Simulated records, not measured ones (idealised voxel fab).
This is a process module. Its name is voxel ribs on slabs.
This is section cut - it's 205 nm across, gridded in 5 nm square cells.
If you're reading a cross-section in this doc, picture square cells in a grid; it comes to you as bands, top ones listed first down to the bottom, and a band can be one or more rows of cells.
Band entry format. Leading values: height of top, height of bottom, nm. Remainder: materials in left-to-right order, each with its width in nm. Special words: "everywhere" on a single material, which then fills the band edge to edge; "air", empty space.
For the purposes of this specification, 0 denotes the height below which the wafer in its as-received condition is composed wholly of one material, and the lowermost band, lacking a lower limit, extends downward without end, as expressed in "0 down".
So if you see something like "30..40" for the width, read it as the top row of the band sitting at the first number and the bottom row at the second, with every row in between moving by the same amount as the last.
Step note "everything unchanged" = no cross-section cell changed.
"Closed-off voids" contains a list of empty spaces, each no smaller than 8 cells and without an open way to the top, written in the form width x height at distance with the distance from the left edge and all three in nm.
Heads up: the bit after the settings on a step's line is the simulator's remark on that step.
The line of a step may include "overlay nm". On a step with a mask, this value is how far to the right of its planned place the mask lay. A negative value means the mask lay to the left.
Set out below are the planned steps of the process:
1: RECEIVE: material Si
2: DIRECTIONAL_DEP: material SiO2, thk nm 25
3: DIRECTIONAL_DEP: material SiN, thk nm 15
4: DIRECTIONAL_DEP: material aC, thk nm 15
5: PATTERN: tone cover, mask id RIB, material resist, width nm 20, thk nm 30, overlay nm 0
6: DIRECTIONAL_ETCH: etch materials aC, depth nm 15
7: STRIP: etch materials resist
8: DIRECTIONAL_ETCH: etch materials SiN, depth nm 5
9: STRIP: etch materials aC
10: MASKED_ETCH: tone cover, mask id SLAB, width nm 80, etch materials SiN, depth nm 10, overlay nm 0
11: FILL_DEP: material SiO2, thk nm 25
12: CMP: height nm 55
13: DIRECTIONAL_DEP: material TiN, thk nm 5
14: PATTERN: tone cover, mask id HEATER, material resist, width nm 30, thk nm 15, overlay nm 0
15: DIRECTIONAL_ETCH: etch materials TiN, depth nm 5
16: STRIP: etch materials resist
17: CONFORMAL_DEP: material SiO2, thk nm 10
The following pertains to the first of two wafers, which was processed as planned:
Wafer cross-section on receipt, i.e. after step 1:
	0 down  Si everywhere
	Closed-off voids: none
Wafer after step 2 (cross-section):
	25 to 0  SiO2 everywhere
	Unchanged below 0.
Wafer after step 3 (cross-section):
	40 to 25  SiN everywhere
	Unchanged below 25.
Wafer after step 4 (cross-section):
	55 to 40  aC everywhere
	Unchanged below 40.
Wafer after step 5 (cross-section):
	85 to 55  air (90), resist (20), air (95)
	Unchanged below 55.
Wafer after step 6 (cross-section):
	70 to 55  air (90), resist (20), air (95)
	55 to 40  air (90), aC (20), air (95)
	Unchanged below 40.
Wafer after step 7 (cross-section):
	55 to 40  air (90), aC (20), air (95)
	Unchanged below 40.
Wafer after step 8 (cross-section):
	55 to 40  air (90), aC (20), air (95)
	40 to 35  air (90), SiN (20), air (95)
	Unchanged below 35.
Wafer after step 9 (cross-section):
	40 to 35  air (90), SiN (20), air (95)
	Unchanged below 35.
Wafer after step 10 (cross-section):
	40 to 35  air (90), SiN (20), air (95)
	35 to 25  air (60), SiN (80), air (65)
	Unchanged below 25.
Wafer after step 11 (cross-section):
	65 to 40  SiO2 everywhere
	40 to 35  SiO2 (90), SiN (20), SiO2 (95)
	35 to 25  SiO2 (60), SiN (80), SiO2 (65)
	Unchanged below 25.
Wafer after step 12 (cross-section):
	55 to 40  SiO2 everywhere
	Unchanged below 40.
Wafer after step 13 (cross-section):
	60 to 55  TiN everywhere
	Unchanged below 55.
Wafer after step 14 (cross-section):
	75 to 60  air (85), resist (30), air (90)
	Unchanged below 60.
Wafer after step 15 (cross-section):
	75 to 60  air (85), resist (30), air (90)
	60 to 55  air (85), TiN (30), air (90)
	Unchanged below 55.
Wafer after step 16 (cross-section):
	60 to 55  air (85), TiN (30), air (90)
	Unchanged below 55.
Wafer after step 17 (cross-section):
	70 to 65  air (75), SiO2 (50), air (80)
	65 to 60  SiO2 everywhere
	60 to 55  SiO2 (85), TiN (30), SiO2 (90)
	Unchanged below 55.
The second wafer began exactly as the first did and followed the same plan, but one mistake was made while running it; through step 4 inclusive, the two wafers are identical:
Second wafer, cut view, end of step 5 per plan:
	85 to 55  resist (90), air (20), resist (95)
	Unchanged below 55.
Second wafer, cut view, end of step 6 per plan:
	70 to 55  resist (90), air (20), resist (95)
	55 to 40  aC (90), air (20), aC (95)
	Unchanged below 40.
Second wafer, cut view, end of step 7 per plan:
	55 to 40  aC (90), air (20), aC (95)
	Unchanged below 40.
Second wafer, cut view, end of step 8 per plan:
	55 to 40  aC (90), air (20), aC (95)
	40 to 35  SiN (90), air (20), SiN (95)
	Unchanged below 35.
Second wafer, cut view, end of step 9 per plan:
	40 to 35  SiN (90), air (20), SiN (95)
	Unchanged below 35.
Second wafer, cut view, end of step 10 per plan:
	40 to 35  air (60), SiN (30), air (20), SiN (30), air (65)
	35 to 30  air (60), SiN (80), air (65)
	Unchanged below 30.
Second wafer, cut view, end of step 11 per plan:
	65 to 40  SiO2 everywhere
	40 to 35  SiO2 (60), SiN (30), SiO2 (20), SiN (30), SiO2 (65)
	35 to 30  SiO2 (60), SiN (80), SiO2 (65)
	Unchanged below 30.
Second wafer, cut view, end of step 12 per plan:
	55 to 40  SiO2 everywhere
	Unchanged below 40.
Second wafer, cut view, end of step 13 per plan:
	60 to 55  TiN everywhere
	Unchanged below 55.
Second wafer, cut view, end of step 14 per plan:
	75 to 60  air (85), resist (30), air (90)
	Unchanged below 60.
Second wafer, cut view, end of step 15 per plan:
	75 to 60  air (85), resist (30), air (90)
	60 to 55  air (85), TiN (30), air (90)
	Unchanged below 55.
Second wafer, cut view, end of step 16 per plan:
	60 to 55  air (85), TiN (30), air (90)
	Unchanged below 55.
Second wafer, cut view, end of step 17 per plan:
	70 to 65  air (75), SiO2 (50), air (80)
	65 to 60  SiO2 everywhere
	60 to 55  SiO2 (85), TiN (30), SiO2 (90)
	Unchanged below 55.
Short version of what went wrong: not per plan at step 5, really ran PATTERN: tone open, mask id RIB, material resist, width nm 20, thk nm 30, overlay nm 0
Heads up, by the end the second wafer has more or fewer cells of some materials compared to the first: 33 more of SiN; 33 fewer of SiO2
